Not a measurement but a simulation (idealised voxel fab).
process module | voxel transistor to metal
cross-section cut | 270 nm wide | cells 5 nm
A cross-section is a grid of square cells, given in bands from the top down. A band is one or more rows of cells.
Each band's line starts with the height of the band's top and of its bottom, in nm. Then come its materials from left to right, each with its width in nm. One material with "throughout" fills the band from edge to edge. "air" is empty space.
Height 0 is the level under which the wafer as received is all one material. The lowest band goes on downwards, as in "0 down".
A width such as "30 to 40" changes by the same amount from each row of cells to the next, from the band's top row to its bottom row.
"no change" after a step means that no cell of the cross-section changed.
closed voids: empty space of 8 cells or more with no open way to the top, each as width x height at its distance from the left edge, in nm
after a step's settings: what the simulator itself notes on the step
overlay nm, on a step with a mask: how far to the right of its planned place the mask lay; to the left if negative
plan
1 op RECEIVE | material Si
2 op CONFORMAL_DEP | material SiO2 | thk nm 5
3 op CONFORMAL_DEP | material SiN | thk nm 10
4 op DIRECTIONAL_DEP | material aC | thk nm 15
5 op PATTERN | tone cover | mask id ACTIVE | material resist | width nm 105 | pitch nm 135 | thk nm 30 | overlay nm 0
6 op DIRECTIONAL_ETCH | etch materials aC | depth nm 15
7 op STRIP | etch materials resist
8 op DIRECTIONAL_ETCH | etch materials SiN | depth nm 10
9 op DIRECTIONAL_ETCH | etch materials SiO2 | depth nm 5
10 op DIRECTIONAL_ETCH | etch materials Si | depth nm 30
11 op STRIP | etch materials aC
12 op FILL_DEP | material SiO2 | thk nm 10
13 op CMP | height nm 15
14 op SELECTIVE_ETCH | etch materials SiO2 | depth nm 10
15 op STRIP | etch materials SiN
16 op SELECTIVE_ETCH | etch materials SiO2 | depth nm 5
17 op OXIDIZE | depth nm 5
18 op DIRECTIONAL_DEP | material polySi | thk nm 25
19 op DIRECTIONAL_DEP | material SiCN | thk nm 15
20 op MASKED_ETCH | tone cover | mask id GATE | width nm 15 | pitch nm 135 | etch materials SiCN | depth nm 25 | overlay nm 0
21 op MASKED_ETCH | tone cover | mask id GATE | width nm 15 | pitch nm 135 | etch materials polySi | depth nm 35 | overlay nm 0
22 op CONFORMAL_DEP | material SiN | thk nm 5
23 op DIRECTIONAL_ETCH | etch materials SiN | depth nm 5
24 op DIRECTIONAL_ETCH | etch materials SiO2 | depth nm 5
25 op DIRECTIONAL_ETCH | etch materials Si | depth nm 15
26 op EPI | material pSi | thk nm 20
27 op FILL_DEP | material SiO2 | thk nm 5
28 op CMP | height nm 40
29 op DIRECTIONAL_DEP | material SiO2 | thk nm 15
30 op DIRECTIONAL_DEP | material aC | thk nm 10
31 op PATTERN | tone open | mask id CONTACT | material resist | width nm 35 | thk nm 30 | overlay nm 0
32 op DIRECTIONAL_ETCH | etch materials aC | depth nm 10
33 op STRIP | etch materials resist
34 op DIRECTIONAL_ETCH | etch materials SiO2 | depth nm 55
35 op STRIP | etch materials aC
36 op CONFORMAL_DEP | material TiN | thk nm 5
37 op FILL_DEP | material W | thk nm 5
38 op CMP | height nm 55
39 op DIRECTIONAL_DEP | material TiN | thk nm 5
40 op DIRECTIONAL_DEP | material W | thk nm 20
41 op MASKED_ETCH | tone cover | mask id METAL_1 | width nm 20 | etch materials W | depth nm 20 | overlay nm 0
42 op MASKED_ETCH | tone cover | mask id METAL_1 | width nm 20 | etch materials TiN | depth nm 5 | overlay nm 0
43 op CONFORMAL_DEP | material SiN | thk nm 5
44 op FILL_DEP | material SiO2 | thk nm 5
45 op CMP | height nm 80
46 op CONFORMAL_DEP | material SiCN | thk nm 5
47 op DIRECTIONAL_DEP | material lowk | thk nm 35
48 op DIRECTIONAL_DEP | material aC | thk nm 15
49 op PATTERN | tone open | mask id METAL_2_HOLES | material resist | width nm 15 | pitch nm 135 | thk nm 35 | overlay nm 0
50 op DIRECTIONAL_ETCH | etch materials aC | depth nm 15
51 op STRIP | etch materials resist
52 op DIRECTIONAL_ETCH | etch materials lowk | depth nm 35
53 op STRIP | etch materials aC
54 op DIRECTIONAL_DEP | material aC | thk nm 10
55 op PATTERN | tone open | mask id METAL_2 | material resist | width nm 20 | pitch nm 135 | thk nm 30 | overlay nm 0
56 op DIRECTIONAL_ETCH | etch materials aC | depth nm 10
57 op STRIP | etch materials resist
58 op DIRECTIONAL_ETCH | etch materials lowk | depth nm 20
59 op DIRECTIONAL_ETCH | etch materials SiCN | depth nm 5
60 op STRIP | etch materials aC
61 op CONFORMAL_DEP | material TiN | thk nm 5
62 op FILL_DEP | material Cu | thk nm 5
63 op CMP | height nm 120
64 op CONFORMAL_DEP | material SiCN | thk nm 5
as received, after step 1
  0 down: Si throughout
  closed voids: none
a wafer at the end: this start, this plan, one mistake
  125 to 120: SiCN throughout
  120 to 105: lowk 15 | TiN 5 | Cu 20 | TiN 5 | lowk 105 | TiN 5 | Cu 20 | TiN 5 | lowk 90
  105 to 100: lowk 15 | TiN 10 | Cu 5 | TiN 15 | lowk 105 | TiN 10 | Cu 5 | TiN 15 | lowk 90
  100 to 85: lowk 20 | TiN 5 | Cu 5 | TiN 5 | lowk 120 | TiN 5 | Cu 5 | TiN 5 | lowk 100
  85 to 80: SiCN 20 | TiN 15 | SiCN 120 | TiN 15 | SiCN 100
  80 to 60: SiO2 15 | SiN 5 | W 20 | SiN 5 | SiO2 45 | SiN 5 | W 20 | SiN 5 | SiO2 30 | SiN 5 | W 20 | SiN 5 | SiO2 45 | SiN 5 | W 20 | SiN 5 | SiO2 15
  60 to 55: SiN 20 | TiN 20 | SiN 55 | TiN 20 | SiN 40 | TiN 20 | SiN 55 | TiN 20 | SiN 20
  55 to 40: SiO2 20 | TiN 5 | W 25 | TiN 5 | SiO2 25 | TiN 5 | W 25 | TiN 5 | SiO2 40 | TiN 5 | W 25 | TiN 5 | SiO2 25 | TiN 5 | W 25 | TiN 5 | SiO2 20
  40 to 25: SiO2 20 | TiN 5 | W 25 | TiN 5 | SiN 5 | SiCN 15 | SiN 5 | TiN 5 | W 25 | TiN 5 | SiO2 40 | TiN 5 | W 25 | TiN 5 | SiN 5 | SiCN 15 | SiN 5 | TiN 5 | W 25 | TiN 5 | SiO2 20
  25 to 15: SiO2 20 | TiN 5 | W 25 to 5 | TiN 5 to 25 | SiN 5 | polySi 15 | SiN 5 | TiN 5 to 25 | W 25 to 5 | TiN 5 | SiO2 40 | TiN 5 | W 25 to 5 | TiN 5 to 25 | SiN 5 | polySi 15 | SiN 5 | TiN 5 to 25 | W 25 to 5 | TiN 5 | SiO2 20
  15 to 5: SiO2 20 | TiN 5 | W 5 | TiN 5 | pSi 20 | SiN 5 | polySi 15 | SiN 5 | pSi 20 | TiN 5 | W 5 | TiN 5 | SiO2 40 | TiN 5 | W 5 | TiN 5 | pSi 20 | SiN 5 | polySi 15 | SiN 5 | pSi 20 | TiN 5 | W 5 | TiN 5 | SiO2 20
  5 to 0: SiO2 20 | TiN 15 | pSi 20 | SiN 5 | polySi 15 | SiN 5 | pSi 20 | TiN 15 | SiO2 40 | TiN 15 | pSi 20 | SiN 5 | polySi 15 | SiN 5 | pSi 20 | TiN 15 | SiO2 20
  0 to -5: SiO2 10 | pSi 45 | SiO2 25 | pSi 45 | SiO2 20 | pSi 45 | SiO2 25 | pSi 45 | SiO2 10
  -5 to -20: SiO2 15 | pSi 40 | Si 25 | pSi 40 | SiO2 30 | pSi 40 | Si 25 | pSi 40 | SiO2 15
  -20 to -30: SiO2 15 | Si 105 | SiO2 30 | Si 105 | SiO2 15
  -30 down: Si throughout
  closed voids: none
what went wrong: step 55 ran as: op PATTERN | tone open | mask id METAL_2 | material resist | width nm 30 | pitch nm 135 | thk nm 30 | overlay nm 0
